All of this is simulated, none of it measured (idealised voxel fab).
You're looking at the process module voxel transistor to metal.
Square cells of 5 nm make up the cross-section cut, whose width is 215 nm.
Just so we're on the same page, the cross-sections are grids of square cells, and they're listed out in bands top to bottom, each band one or more rows deep. The entry gives the band's vertical extent as a top height and a bottom height in nm, then its horizontal make-up as materials from left to right, each with a width in nm. "blank" stands for empty space; a single material marked "full width" fills the band edge to edge. It should be noted that heights are counted from 0, beneath which the wafer as supplied is of one material throughout, and that the lowest band possesses no lower boundary but continues downward, as written in "0 nm and below". Per-row width for "30->40": begins at first number (top row of band), ends at second number (bottom row), increment between rows held constant. For the purposes of this document, the phrase "no change occurred" attached to a step denotes that no cell within the cross-section was modified by that step. "Enclosed internal voids": empty spaces of 8 cells or more with no open way to the top, each given as width x height at distance, distance from the left edge, all in nm. Where a step's line continues beyond its settings, the continuation is a remark by the simulator itself on that step. When a step includes a mask, the "overlay nm" setting on its line states how far to the right of its planned place that mask lay, and negative values state how far to the left.

List of planned process steps:
1: RECEIVE | material Si
2: CONFORMAL_DEP | material SiO2 | thk nm 5
3: CONFORMAL_DEP | material SiN | thk nm 10
4: MASKED_ETCH | tone cover | mask id ACTIVE | width nm 105 | etch materials SiN | depth nm 10 | overlay nm 0
5: MASKED_ETCH | tone cover | mask id ACTIVE | width nm 105 | etch materials SiO2 | depth nm 5 | overlay nm 0
6: MASKED_ETCH | tone cover | mask id ACTIVE | width nm 105 | etch materials Si | depth nm 20 | overlay nm 0
7: FILL_DEP | material SiO2 | thk nm 10
8: CMP | height nm 15
9: SELECTIVE_ETCH | etch materials SiO2 | depth nm 10
10: STRIP | etch materials SiN
11: SELECTIVE_ETCH | etch materials SiO2 | depth nm 5
12: OXIDIZE | depth nm 5
13: DIRECTIONAL_DEP | material polySi | thk nm 30
14: DIRECTIONAL_DEP | material SiCN | thk nm 10
15: PATTERN | tone cover | mask id GATE | material resist | width nm 25 | thk nm 20 | overlay nm 0
16: DIRECTIONAL_ETCH | etch materials SiCN | depth nm 20
17: DIRECTIONAL_ETCH | etch materials polySi | depth nm 40
18: STRIP | etch materials resist
19: CONFORMAL_DEP | material SiN | thk nm 5
20: DIRECTIONAL_ETCH | etch materials SiN | depth nm 5
21: DIRECTIONAL_ETCH | etch materials SiO2 | depth nm 5
22: EPI | material pSi | thk nm 5
23: FILL_DEP | material SiO2 | thk nm 10
24: CMP | height nm 30
25: STRIP | etch materials polySi
26: SELECTIVE_ETCH | etch materials SiO2 | depth nm 5
27: CONFORMAL_DEP | material HfO2 | thk nm 5
28: CONFORMAL_DEP | material TiN | thk nm 5
29: FILL_DEP | material W | thk nm 5
30: CMP | height nm 25
31: DIRECTIONAL_DEP | material SiO2 | thk nm 15
32: PATTERN | tone open | mask id CONTACT | material resist | width nm 15 | pitch nm 70 | thk nm 15 | overlay nm 0
33: DIRECTIONAL_ETCH | etch materials SiO2 | depth nm 40
34: STRIP | etch materials resist
35: CONFORMAL_DEP | material TiN | thk nm 5
36: FILL_DEP | material Ru | thk nm 5
37: CMP | height nm 40
38: DIRECTIONAL_DEP | material TiN | thk nm 5
39: DIRECTIONAL_DEP | material W | thk nm 15
40: DIRECTIONAL_DEP | material aC | thk nm 15
41: PATTERN | tone cover | mask id METAL_1 | material resist | width nm 15 | pitch nm 70 | thk nm 35 | overlay nm 0
42: DIRECTIONAL_ETCH | etch materials aC | depth nm 15
43: STRIP | etch materials resist
44: DIRECTIONAL_ETCH | etch materials W | depth nm 15
45: DIRECTIONAL_ETCH | etch materials TiN | depth nm 5
46: STRIP | etch materials aC
47: CONFORMAL_DEP | material SiCN | thk nm 5
48: FILL_DEP | material lowk | thk nm 5
49: CMP | height nm 60
50: CONFORMAL_DEP | material SiN | thk nm 5

First of two wafers - as planned:

Cross-sectional view of the wafer in its as-received condition, corresponding to the state after step 1:
	0 nm and below | Si full width
	Enclosed internal voids: none

Wafer after step 2 (cross-section):
	5 nm to 0 nm | SiO2 full width
	Unchanged below 0.

Wafer after step 3 (cross-section):
	15 nm to 5 nm | SiN full width
	Unchanged below 5.

Wafer after step 4 (cross-section):
	15 nm to 5 nm | blank=55; SiN=105; blank=55
	Unchanged below 5.

Wafer after step 5 (cross-section):
	15 nm to 5 nm | blank=55; SiN=105; blank=55
	5 nm to 0 nm | blank=55; SiO2=105; blank=55
	Unchanged below 0.

Wafer after step 6 (cross-section):
	15 nm to 5 nm | blank=55; SiN=105; blank=55
	5 nm to 0 nm | blank=55; SiO2=105; blank=55
	0 nm to -20 nm | blank=55; Si=105; blank=55
	Unchanged below -20.

Wafer after step 7 (cross-section):
	25 nm to 15 nm | SiO2 full width
	15 nm to 5 nm | SiO2=55; SiN=105; SiO2=55
	5 nm to 0 nm | SiO2 full width
	0 nm to -20 nm | SiO2=55; Si=105; SiO2=55
	Unchanged below -20.

Wafer after step 8 (cross-section):
	15 nm to 5 nm | SiO2=55; SiN=105; SiO2=55
	Unchanged below 5.

Wafer after step 9 (cross-section):
	15 nm to 5 nm | blank=55; SiN=105; blank=55
	Unchanged below 5.

Wafer after step 10 (cross-section):
	5 nm to 0 nm | SiO2 full width
	Unchanged below 0.

Wafer after step 11 (cross-section):
	0 nm to -20 nm | SiO2=55; Si=105; SiO2=55
	Unchanged below -20.

Wafer after step 12 (cross-section):
	0 nm to -5 nm | SiO2 full width
	Unchanged below -5.

Wafer after step 13 (cross-section):
	30 nm to 0 nm | polySi full width
	Unchanged below 0.

Wafer after step 14 (cross-section):
	40 nm to 30 nm | SiCN full width
	Unchanged below 30.

Wafer after step 15 (cross-section):
	60 nm to 40 nm | blank=95; resist=25; blank=95
	Unchanged below 40.

Wafer after step 16 (cross-section):
	60 nm to 40 nm | blank=95; resist=25; blank=95
	40 nm to 30 nm | blank=95; SiCN=25; blank=95
	Unchanged below 30.

Wafer after step 17 (cross-section):
	60 nm to 40 nm | blank=95; resist=25; blank=95
	40 nm to 30 nm | blank=95; SiCN=25; blank=95
	30 nm to 0 nm | blank=95; polySi=25; blank=95
	Unchanged below 0.

Wafer after step 18 (cross-section):
	40 nm to 30 nm | blank=95; SiCN=25; blank=95
	Unchanged below 30.

Wafer after step 19 (cross-section):
	45 nm to 40 nm | blank=90; SiN=35; blank=90
	40 nm to 30 nm | blank=90; SiN=5; SiCN=25; SiN=5; blank=90
	30 nm to 5 nm | blank=90; SiN=5; polySi=25; SiN=5; blank=90
	5 nm to 0 nm | SiN=95; polySi=25; SiN=95
	Unchanged below 0.

Wafer after step 20 (cross-section):
	40 nm to 30 nm | blank=90; SiN=5; SiCN=25; SiN=5; blank=90
	30 nm to 0 nm | blank=90; SiN=5; polySi=25; SiN=5; blank=90
	Unchanged below 0.

Wafer after step 21 (cross-section):
	40 nm to 30 nm | blank=90; SiN=5; SiCN=25; SiN=5; blank=90
	30 nm to 0 nm | blank=90; SiN=5; polySi=25; SiN=5; blank=90
	0 nm to -5 nm | blank=90; SiO2=35; blank=90
	Unchanged below -5.

Wafer after step 22 (cross-section):
	40 nm to 30 nm | blank=90; SiN=5; SiCN=25; SiN=5; blank=90
	30 nm to 0 nm | blank=90; SiN=5; polySi=25; SiN=5; blank=90
	0 nm to -5 nm | blank=50; pSi=40; SiO2=35; pSi=40; blank=50
	Unchanged below -5.

Wafer after step 23 (cross-section):
	50 nm to 40 nm | SiO2 full width
	40 nm to 30 nm | SiO2=90; SiN=5; SiCN=25; SiN=5; SiO2=90
	30 nm to 0 nm | SiO2=90; SiN=5; polySi=25; SiN=5; SiO2=90
	0 nm to -5 nm | SiO2=50; pSi=40; SiO2=35; pSi=40; SiO2=50
	Unchanged below -5.

Wafer after step 24 (cross-section):
	30 nm to 0 nm | SiO2=90; SiN=5; polySi=25; SiN=5; SiO2=90
	Unchanged below 0.

Wafer after step 25 (cross-section):
	30 nm to 0 nm | SiO2=90; SiN=5; blank=25; SiN=5; SiO2=90
	Unchanged below 0.

Wafer after step 26 (cross-section):
	30 nm to 25 nm | blank=90; SiN=5; blank=25; SiN=5; blank=90
	25 nm to 0 nm | SiO2=90; SiN=5; blank=25; SiN=5; SiO2=90
	0 nm to -5 nm | SiO2=50; pSi=40; blank=35; pSi=40; SiO2=50
	Unchanged below -5.

Wafer after step 27 (cross-section):
	35 nm to 30 nm | blank=85; HfO2=15; blank=15; HfO2=15; blank=85
	30 nm to 25 nm | HfO2=90; SiN=5; HfO2=5; blank=15; HfO2=5; SiN=5; HfO2=90
	25 nm to 0 nm | SiO2=90; SiN=5; HfO2=5; blank=15; HfO2=5; SiN=5; SiO2=90
	0 nm to -5 nm | SiO2=50; pSi=40; HfO2=35; pSi=40; SiO2=50
	Unchanged below -5.

Wafer after step 28 (cross-section):
	40 nm to 35 nm | blank=80; TiN=25; blank=5; TiN=25; blank=80
	35 nm to 30 nm | TiN=85; HfO2=15; TiN=5; blank=5; TiN=5; HfO2=15; TiN=85
	30 nm to 25 nm | HfO2=90; SiN=5; HfO2=5; TiN=5; blank=5; TiN=5; HfO2=5; SiN=5; HfO2=90
	25 nm to 5 nm | SiO2=90; SiN=5; HfO2=5; TiN=5; blank=5; TiN=5; HfO2=5; SiN=5; SiO2=90
	5 nm to 0 nm | SiO2=90; SiN=5; HfO2=5; TiN=15; HfO2=5; SiN=5; SiO2=90
	Unchanged below 0.

Wafer after step 29 (cross-section):
	45 nm to 40 nm | W full width
	40 nm to 35 nm | W=80; TiN=25; W=5; TiN=25; W=80
	35 nm to 30 nm | TiN=85; HfO2=15; TiN=5; W=5; TiN=5; HfO2=15; TiN=85
	30 nm to 25 nm | HfO2=90; SiN=5; HfO2=5; TiN=5; W=5; TiN=5; HfO2=5; SiN=5; HfO2=90
	25 nm to 5 nm | SiO2=90; SiN=5; HfO2=5; TiN=5; W=5; TiN=5; HfO2=5; SiN=5; SiO2=90
	Unchanged below 5.

Wafer after step 30 (cross-section):
	25 nm to 5 nm | SiO2=90; SiN=5; HfO2=5; TiN=5; W=5; TiN=5; HfO2=5; SiN=5; SiO2=90
	Unchanged below 5.

Wafer after step 31 (cross-section):
	40 nm to 25 nm | SiO2 full width
	Unchanged below 25.

Wafer after step 32 (cross-section):
	55 nm to 40 nm | resist=65; blank=15; resist=55; blank=15; resist=65
	Unchanged below 40.

Wafer after step 33 (cross-section):
	55 nm to 40 nm | resist=65; blank=15; resist=55; blank=15; resist=65
	40 nm to 25 nm | SiO2=65; blank=15; SiO2=55; blank=15; SiO2=65
	25 nm to 5 nm | SiO2=65; blank=15; SiO2=10; SiN=5; HfO2=5; TiN=5; W=5; TiN=5; HfO2=5; SiN=5; SiO2=10; blank=15; SiO2=65
	5 nm to 0 nm | SiO2=65; blank=15; SiO2=10; SiN=5; HfO2=5; TiN=15; HfO2=5; SiN=5; SiO2=10; blank=15; SiO2=65
	Unchanged below 0.

Wafer after step 34 (cross-section):
	40 nm to 25 nm | SiO2=65; blank=15; SiO2=55; blank=15; SiO2=65
	Unchanged below 25.

Wafer after step 35 (cross-section):
	45 nm to 40 nm | TiN=70; blank=5; TiN=65; blank=5; TiN=70
	40 nm to 25 nm | SiO2=65; TiN=5; blank=5; TiN=5; SiO2=55; TiN=5; blank=5; TiN=5; SiO2=65
	25 nm to 5 nm | SiO2=65; TiN=5; blank=5; TiN=5; SiO2=10; SiN=5; HfO2=5; TiN=5; W=5; TiN=5; HfO2=5; SiN=5; SiO2=10; TiN=5; blank=5; TiN=5; SiO2=65
	5 nm to 0 nm | SiO2=65; TiN=15; SiO2=10; SiN=5; HfO2=5; TiN=15; HfO2=5; SiN=5; SiO2=10; TiN=15; SiO2=65
	Unchanged below 0.

Wafer after step 36 (cross-section):
	50 nm to 45 nm | Ru full width
	45 nm to 40 nm | TiN=70; Ru=5; TiN=65; Ru=5; TiN=70
	40 nm to 25 nm | SiO2=65; TiN=5; Ru=5; TiN=5; SiO2=55; TiN=5; Ru=5; TiN=5; SiO2=65
	25 nm to 5 nm | SiO2=65; TiN=5; Ru=5; TiN=5; SiO2=10; SiN=5; HfO2=5; TiN=5; W=5; TiN=5; HfO2=5; SiN=5; SiO2=10; TiN=5; Ru=5; TiN=5; SiO2=65
	Unchanged below 5.

Wafer after step 37 (cross-section):
	40 nm to 25 nm | SiO2=65; TiN=5; Ru=5; TiN=5; SiO2=55; TiN=5; Ru=5; TiN=5; SiO2=65
	Unchanged below 25.

Wafer after step 38 (cross-section):
	45 nm to 40 nm | TiN full width
	Unchanged below 40.

Wafer after step 39 (cross-section):
	60 nm to 45 nm | W full width
	Unchanged below 45.

Wafer after step 40 (cross-section):
	75 nm to 60 nm | aC full width
	Unchanged below 60.

Wafer after step 41 (cross-section):
	110 nm to 75 nm | blank=65; resist=15; blank=55; resist=15; blank=65
	Unchanged below 75.

Wafer after step 42 (cross-section):
	95 nm to 75 nm | blank=65; resist=15; blank=55; resist=15; blank=65
	75 nm to 60 nm | blank=65; aC=15; blank=55; aC=15; blank=65
	Unchanged below 60.

Wafer after step 43 (cross-section):
	75 nm to 60 nm | blank=65; aC=15; blank=55; aC=15; blank=65
	Unchanged below 60.

Wafer after step 44 (cross-section):
	75 nm to 60 nm | blank=65; aC=15; blank=55; aC=15; blank=65
	60 nm to 45 nm | blank=65; W=15; blank=55; W=15; blank=65
	Unchanged below 45.

Wafer after step 45 (cross-section):
	75 nm to 60 nm | blank=65; aC=15; blank=55; aC=15; blank=65
	60 nm to 45 nm | blank=65; W=15; blank=55; W=15; blank=65
	45 nm to 40 nm | blank=65; TiN=15; blank=55; TiN=15; blank=65
	Unchanged below 40.

Wafer after step 46 (cross-section):
	60 nm to 45 nm | blank=65; W=15; blank=55; W=15; blank=65
	Unchanged below 45.

Wafer after step 47 (cross-section):
	65 nm to 60 nm | blank=60; SiCN=25; blank=45; SiCN=25; blank=60
	60 nm to 45 nm | blank=60; SiCN=5; W=15; SiCN=5; blank=45; SiCN=5; W=15; SiCN=5; blank=60
	45 nm to 40 nm | SiCN=65; TiN=15; SiCN=55; TiN=15; SiCN=65
	Unchanged below 40.

Wafer after step 48 (cross-section):
	70 nm to 65 nm | lowk full width
	65 nm to 60 nm | lowk=60; SiCN=25; lowk=45; SiCN=25; lowk=60
	60 nm to 45 nm | lowk=60; SiCN=5; W=15; SiCN=5; lowk=45; SiCN=5; W=15; SiCN=5; lowk=60
	Unchanged below 45.

Wafer after step 49 (cross-section):
	60 nm to 45 nm | lowk=60; SiCN=5; W=15; SiCN=5; lowk=45; SiCN=5; W=15; SiCN=5; lowk=60
	Unchanged below 45.

Wafer after step 50 (cross-section):
	65 nm to 60 nm | SiN full width
	Unchanged below 60.

Wafer two. Same start, same plan, one slip in execution. Same as wafer one through step 9, inclusive:

Cross-sectional representation of the second wafer at the time designated in the plan for the completion of step 10:
	15 nm to 5 nm | blank=55; SiN=105; blank=55
	5 nm to 0 nm | blank=60; SiO2=95; blank=60
	Unchanged below 0.

Cross-sectional representation of the second wafer at the time designated in the plan for the completion of step 11:
	5 nm to 0 nm | blank=60; SiO2=95; blank=60
	Unchanged below 0.

Cross-sectional representation of the second wafer at the time designated in the plan for the completion of step 12:
	5 nm to 0 nm | blank=60; SiO2=95; blank=60
	0 nm to -5 nm | SiO2=65; Si=85; SiO2=65
	Unchanged below -5.

Cross-sectional representation of the second wafer at the time designated in the plan for the completion of step 13:
	35 nm to 30 nm | blank=60; polySi=95; blank=60
	30 nm to 5 nm | polySi full width
	5 nm to 0 nm | polySi=60; SiO2=95; polySi=60
	Unchanged below 0.

Cross-sectional representation of the second wafer at the time designated in the plan for the completion of step 14:
	45 nm to 40 nm | blank=60; SiCN=95; blank=60
	40 nm to 35 nm | SiCN full width
	35 nm to 30 nm | SiCN=60; polySi=95; SiCN=60
	Unchanged below 30.

Cross-sectional representation of the second wafer at the time designated in the plan for the completion of step 15:
	65 nm to 45 nm | blank=95; resist=25; blank=95
	Unchanged below 45.

Cross-sectional representation of the second wafer at the time designated in the plan for the completion of step 16:
	65 nm to 45 nm | blank=95; resist=25; blank=95
	45 nm to 35 nm | blank=95; SiCN=25; blank=95
	35 nm to 30 nm | blank=60; polySi=95; blank=60
	Unchanged below 30.

Cross-sectional representation of the second wafer at the time designated in the plan for the completion of step 17:
	65 nm to 45 nm | blank=95; resist=25; blank=95
	45 nm to 35 nm | blank=95; SiCN=25; blank=95
	35 nm to 5 nm | blank=95; polySi=25; blank=95
	5 nm to 0 nm | blank=60; SiO2=95; blank=60
	Unchanged below 0.

Cross-sectional representation of the second wafer at the time designated in the plan for the completion of step 18:
	45 nm to 35 nm | blank=95; SiCN=25; blank=95
	Unchanged below 35.

Cross-sectional representation of the second wafer at the time designated in the plan for the completion of step 19:
	50 nm to 45 nm | blank=90; SiN=35; blank=90
	45 nm to 35 nm | blank=90; SiN=5; SiCN=25; SiN=5; blank=90
	35 nm to 10 nm | blank=90; SiN=5; polySi=25; SiN=5; blank=90
	10 nm to 5 nm | blank=55; SiN=40; polySi=25; SiN=40; blank=55
	5 nm to 0 nm | SiN=60; SiO2=95; SiN=60
	Unchanged below 0.

Cross-sectional representation of the second wafer at the time designated in the plan for the completion of step 20:
	45 nm to 35 nm | blank=90; SiN=5; SiCN=25; SiN=5; blank=90
	35 nm to 5 nm | blank=90; SiN=5; polySi=25; SiN=5; blank=90
	5 nm to 0 nm | blank=55; SiN=5; SiO2=95; SiN=5; blank=55
	Unchanged below 0.

Cross-sectional representation of the second wafer at the time designated in the plan for the completion of step 21:
	45 nm to 35 nm | blank=90; SiN=5; SiCN=25; SiN=5; blank=90
	35 nm to 5 nm | blank=90; SiN=5; polySi=25; SiN=5; blank=90
	5 nm to 0 nm | blank=55; SiN=5; blank=30; SiO2=35; blank=30; SiN=5; blank=55
	0 nm to -5 nm | blank=55; SiO2=10; Si=85; SiO2=10; blank=55
	Unchanged below -5.

Cross-sectional representation of the second wafer at the time designated in the plan for the completion of step 22:
	45 nm to 35 nm | blank=90; SiN=5; SiCN=25; SiN=5; blank=90
	35 nm to 5 nm | blank=90; SiN=5; polySi=25; SiN=5; blank=90
	5 nm to 0 nm | blank=55; SiN=5; pSi=30; SiO2=35; pSi=30; SiN=5; blank=55
	Unchanged below 0.

Cross-sectional representation of the second wafer at the time designated in the plan for the completion of step 23:
	55 nm to 45 nm | SiO2 full width
	45 nm to 35 nm | SiO2=90; SiN=5; SiCN=25; SiN=5; SiO2=90
	35 nm to 5 nm | SiO2=90; SiN=5; polySi=25; SiN=5; SiO2=90
	5 nm to 0 nm | SiO2=55; SiN=5; pSi=30; SiO2=35; pSi=30; SiN=5; SiO2=55
	0 nm to -5 nm | SiO2=65; Si=85; SiO2=65
	Unchanged below -5.

Cross-sectional representation of the second wafer at the time designated in the plan for the completion of step 24:
	30 nm to 5 nm | SiO2=90; SiN=5; polySi=25; SiN=5; SiO2=90
	Unchanged below 5.

Cross-sectional representation of the second wafer at the time designated in the plan for the completion of step 25:
	30 nm to 5 nm | SiO2=90; SiN=5; blank=25; SiN=5; SiO2=90
	Unchanged below 5.

Cross-sectional representation of the second wafer at the time designated in the plan for the completion of step 26:
	30 nm to 25 nm | blank=90; SiN=5; blank=25; SiN=5; blank=90
	25 nm to 5 nm | SiO2=90; SiN=5; blank=25; SiN=5; SiO2=90
	5 nm to 0 nm | SiO2=55; SiN=5; pSi=30; blank=35; pSi=30; SiN=5; SiO2=55
	Unchanged below 0.

Cross-sectional representation of the second wafer at the time designated in the plan for the completion of step 27:
	35 nm to 30 nm | blank=85; HfO2=15; blank=15; HfO2=15; blank=85
	30 nm to 25 nm | HfO2=90; SiN=5; HfO2=5; blank=15; HfO2=5; SiN=5; HfO2=90
	25 nm to 5 nm | SiO2=90; SiN=5; HfO2=5; blank=15; HfO2=5; SiN=5; SiO2=90
	5 nm to 0 nm | SiO2=55; SiN=5; pSi=30; HfO2=35; pSi=30; SiN=5; SiO2=55
	Unchanged below 0.

Cross-sectional representation of the second wafer at the time designated in the plan for the completion of step 28:
	40 nm to 35 nm | blank=80; TiN=25; blank=5; TiN=25; blank=80
	35 nm to 30 nm | TiN=85; HfO2=15; TiN=5; blank=5; TiN=5; HfO2=15; TiN=85
	30 nm to 25 nm | HfO2=90; SiN=5; HfO2=5; TiN=5; blank=5; TiN=5; HfO2=5; SiN=5; HfO2=90
	25 nm to 10 nm | SiO2=90; SiN=5; HfO2=5; TiN=5; blank=5; TiN=5; HfO2=5; SiN=5; SiO2=90
	10 nm to 5 nm | SiO2=90; SiN=5; HfO2=5; TiN=15; HfO2=5; SiN=5; SiO2=90
	Unchanged below 5.

Cross-sectional representation of the second wafer at the time designated in the plan for the completion of step 29:
	45 nm to 40 nm | W full width
	40 nm to 35 nm | W=80; TiN=25; W=5; TiN=25; W=80
	35 nm to 30 nm | TiN=85; HfO2=15; TiN=5; W=5; TiN=5; HfO2=15; TiN=85
	30 nm to 25 nm | HfO2=90; SiN=5; HfO2=5; TiN=5; W=5; TiN=5; HfO2=5; SiN=5; HfO2=90
	25 nm to 10 nm | SiO2=90; SiN=5; HfO2=5; TiN=5; W=5; TiN=5; HfO2=5; SiN=5; SiO2=90
	Unchanged below 10.

Cross-sectional representation of the second wafer at the time designated in the plan for the completion of step 30:
	25 nm to 10 nm | SiO2=90; SiN=5; HfO2=5; TiN=5; W=5; TiN=5; HfO2=5; SiN=5; SiO2=90
	Unchanged below 10.

Cross-sectional representation of the second wafer at the time designated in the plan for the completion of step 31:
	40 nm to 25 nm | SiO2 full width
	Unchanged below 25.

Cross-sectional representation of the second wafer at the time designated in the plan for the completion of step 32:
	55 nm to 40 nm | resist=65; blank=15; resist=55; blank=15; resist=65
	Unchanged below 40.

Cross-sectional representation of the second wafer at the time designated in the plan for the completion of step 33:
	55 nm to 40 nm | resist=65; blank=15; resist=55; blank=15; resist=65
	40 nm to 25 nm | SiO2=65; blank=15; SiO2=55; blank=15; SiO2=65
	25 nm to 10 nm | SiO2=65; blank=15; SiO2=10; SiN=5; HfO2=5; TiN=5; W=5; TiN=5; HfO2=5; SiN=5; SiO2=10; blank=15; SiO2=65
	10 nm to 5 nm | SiO2=65; blank=15; SiO2=10; SiN=5; HfO2=5; TiN=15; HfO2=5; SiN=5; SiO2=10; blank=15; SiO2=65
	Unchanged below 5.

Cross-sectional representation of the second wafer at the time designated in the plan for the completion of step 34:
	40 nm to 25 nm | SiO2=65; blank=15; SiO2=55; blank=15; SiO2=65
	Unchanged below 25.

Cross-sectional representation of the second wafer at the time designated in the plan for the completion of step 35:
	45 nm to 40 nm | TiN=70; blank=5; TiN=65; blank=5; TiN=70
	40 nm to 25 nm | SiO2=65; TiN=5; blank=5; TiN=5; SiO2=55; TiN=5; blank=5; TiN=5; SiO2=65
	25 nm to 10 nm | SiO2=65; TiN=5; blank=5; TiN=5; SiO2=10; SiN=5; HfO2=5; TiN=5; W=5; TiN=5; HfO2=5; SiN=5; SiO2=10; TiN=5; blank=5; TiN=5; SiO2=65
	10 nm to 5 nm | SiO2=65; TiN=15; SiO2=10; SiN=5; HfO2=5; TiN=15; HfO2=5; SiN=5; SiO2=10; TiN=15; SiO2=65
	Unchanged below 5.

Cross-sectional representation of the second wafer at the time designated in the plan for the completion of step 36:
	50 nm to 45 nm | Ru full width
	45 nm to 40 nm | TiN=70; Ru=5; TiN=65; Ru=5; TiN=70
	40 nm to 25 nm | SiO2=65; TiN=5; Ru=5; TiN=5; SiO2=55; TiN=5; Ru=5; TiN=5; SiO2=65
	25 nm to 10 nm | SiO2=65; TiN=5; Ru=5; TiN=5; SiO2=10; SiN=5; HfO2=5; TiN=5; W=5; TiN=5; HfO2=5; SiN=5; SiO2=10; TiN=5; Ru=5; TiN=5; SiO2=65
	Unchanged below 10.

Cross-sectional representation of the second wafer at the time designated in the plan for the completion of step 37:
	40 nm to 25 nm | SiO2=65; TiN=5; Ru=5; TiN=5; SiO2=55; TiN=5; Ru=5; TiN=5; SiO2=65
	Unchanged below 25.

Cross-sectional representation of the second wafer at the time designated in the plan for the completion of step 38:
	45 nm to 40 nm | TiN full width
	Unchanged below 40.

Cross-sectional representation of the second wafer at the time designated in the plan for the completion of step 39:
	60 nm to 45 nm | W full width
	Unchanged below 45.

Cross-sectional representation of the second wafer at the time designated in the plan for the completion of step 40:
	75 nm to 60 nm | aC full width
	Unchanged below 60.

Cross-sectional representation of the second wafer at the time designated in the plan for the completion of step 41:
	110 nm to 75 nm | blank=65; resist=15; blank=55; resist=15; blank=65
	Unchanged below 75.

Cross-sectional representation of the second wafer at the time designated in the plan for the completion of step 42:
	95 nm to 75 nm | blank=65; resist=15; blank=55; resist=15; blank=65
	75 nm to 60 nm | blank=65; aC=15; blank=55; aC=15; blank=65
	Unchanged below 60.

Cross-sectional representation of the second wafer at the time designated in the plan for the completion of step 43:
	75 nm to 60 nm | blank=65; aC=15; blank=55; aC=15; blank=65
	Unchanged below 60.

Cross-sectional representation of the second wafer at the time designated in the plan for the completion of step 44:
	75 nm to 60 nm | blank=65; aC=15; blank=55; aC=15; blank=65
	60 nm to 45 nm | blank=65; W=15; blank=55; W=15; blank=65
	Unchanged below 45.

Cross-sectional representation of the second wafer at the time designated in the plan for the completion of step 45:
	75 nm to 60 nm | blank=65; aC=15; blank=55; aC=15; blank=65
	60 nm to 45 nm | blank=65; W=15; blank=55; W=15; blank=65
	45 nm to 40 nm | blank=65; TiN=15; blank=55; TiN=15; blank=65
	Unchanged below 40.

Cross-sectional representation of the second wafer at the time designated in the plan for the completion of step 46:
	60 nm to 45 nm | blank=65; W=15; blank=55; W=15; blank=65
	Unchanged below 45.

Cross-sectional representation of the second wafer at the time designated in the plan for the completion of step 47:
	65 nm to 60 nm | blank=60; SiCN=25; blank=45; SiCN=25; blank=60
	60 nm to 45 nm | blank=60; SiCN=5; W=15; SiCN=5; blank=45; SiCN=5; W=15; SiCN=5; blank=60
	45 nm to 40 nm | SiCN=65; TiN=15; SiCN=55; TiN=15; SiCN=65
	Unchanged below 40.

Cross-sectional representation of the second wafer at the time designated in the plan for the completion of step 48:
	70 nm to 65 nm | lowk full width
	65 nm to 60 nm | lowk=60; SiCN=25; lowk=45; SiCN=25; lowk=60
	60 nm to 45 nm | lowk=60; SiCN=5; W=15; SiCN=5; lowk=45; SiCN=5; W=15; SiCN=5; lowk=60
	Unchanged below 45.

Cross-sectional representation of the second wafer at the time designated in the plan for the completion of step 49:
	60 nm to 45 nm | lowk=60; SiCN=5; W=15; SiCN=5; lowk=45; SiCN=5; W=15; SiCN=5; lowk=60
	Unchanged below 45.

Cross-sectional representation of the second wafer at the time designated in the plan for the completion of step 50:
	65 nm to 60 nm | SiN full width
	Unchanged below 60.
So what did we get wrong on this run? transposition of steps 10 and 11 relative to the planned sequence
Counted in cells at the end, the second wafer holds more or fewer of these materials than the first: -2 HfO2; -2 Ru; +17 Si; -2 SiO2; -6 TiN; -1 W; -4 pSi
